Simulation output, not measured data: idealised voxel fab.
Title: Process Module voxel fin reveal
Square cells of 5 nm make up the cross-section cut, whose width is 160 nm.
Think of the cross-section as a grid of square cells. We describe it in bands, top to bottom, and each band covers one or more rows of those cells.
In this notation a band is specified by the heights of its top and bottom, in that order and in nm, after which its materials appear from left to right, each paired with its width in nm. The word "full width" attached to a single material means that material fills the band from edge to edge; the word "blank" stands for empty space.
Heights are measured from 0, the level below which the as-received wafer is all one material; the lowest band has no bottom and continues downward, written as in "top 0, no bottom".
Width spec "30->40" -> top row of cells at first value, bottom row at second value, equal per-row change in between.
The designation "nothing was modified", where it is given for a processing step, indicates that no cell of the cross-section was altered in the course of that step.
"Closed void listing": sealed empty spaces, 8 cells or more, no open way to top, listed width x height at distance, with distance from the left edge and width, height and distance in nm.
The remark found on a step's line after its settings is issued by the simulator itself and pertains to that step.
A step line may carry the setting "overlay nm", which, for steps involving a mask, states the distance by which the mask lay to the right of its intended position; negative values denote displacement to the left.

## Steps in the process plan
1) RECEIVE, material Si
2) CONFORMAL_DEP, material SiN, thk nm 5
3) MASKED_ETCH, tone cover, mask id FINS, width nm 15, pitch nm 45, etch materials SiN, depth nm 5, overlay nm 0
4) MASKED_ETCH, tone cover, mask id FINS, width nm 15, pitch nm 45, etch materials Si, depth nm 30, overlay nm 0
5) OXIDIZE, depth nm 5
6) FILL_DEP, material SiO2, thk nm 10
7) CMP, height nm 5
8) SELECTIVE_ETCH, etch materials SiO2, depth nm 25
9) STRIP, etch materials SiN
10) CONFORMAL_DEP, material SiO2, thk nm 5
Variable across wafers: step 4 width nm (plan value is that of the first wafer; starting state common to all).

## First of several wafers (as received, post step 1), cross-sectional view
top 0, no bottom = Si full width
Closed void listing: none

## Take a look at the first of several wafers in cross-section: the module is done, and step 10 was its last step
top 5, bottom 0 = blank (50), then SiO2 (15), then blank (30), then SiO2 (15), then blank (50)
top 0, bottom -15 = blank (50), then SiO2 (5), then Si (5), then SiO2 (5), then blank (30), then SiO2 (5), then Si (5), then SiO2 (5), then blank (50)
top -15, bottom -35 = SiO2 (55), then Si (5), then SiO2 (40), then Si (5), then SiO2 (55)
top -35, no bottom = Si full width
Closed void listing: none

## The module's end: a cross-section of the last wafer
top 5, bottom 0 = blank (50), then SiO2 (15), then blank (30), then SiO2 (15), then blank (50)
top 0, bottom -5 = blank (45), then SiO2 (10), then Si (5), then SiO2 (15), then blank (15), then SiO2 (10), then Si (5), then SiO2 (15), then blank (40)
top -5, bottom -15 = blank (45), then SiO2 (5), then Si (20), then SiO2 (5), then blank (15), then SiO2 (5), then Si (20), then SiO2 (5), then blank (40)
top -15, bottom -35 = SiO2 (50), then Si (20), then SiO2 (25), then Si (20), then SiO2 (45)
top -35, no bottom = Si full width
Closed void listing: none

## Per wafer, end of module: cells gained (+) or lost (-) per material since receipt, then closed voids
width nm 15, -210 Si, +138 SiO2, Closed void listing: none
width nm 20, -198 Si, +132 SiO2, Closed void listing: none
width nm 25, -186 Si, +126 SiO2, Closed void listing: none
width nm 30, -174 Si, +120 SiO2, Closed void listing: none
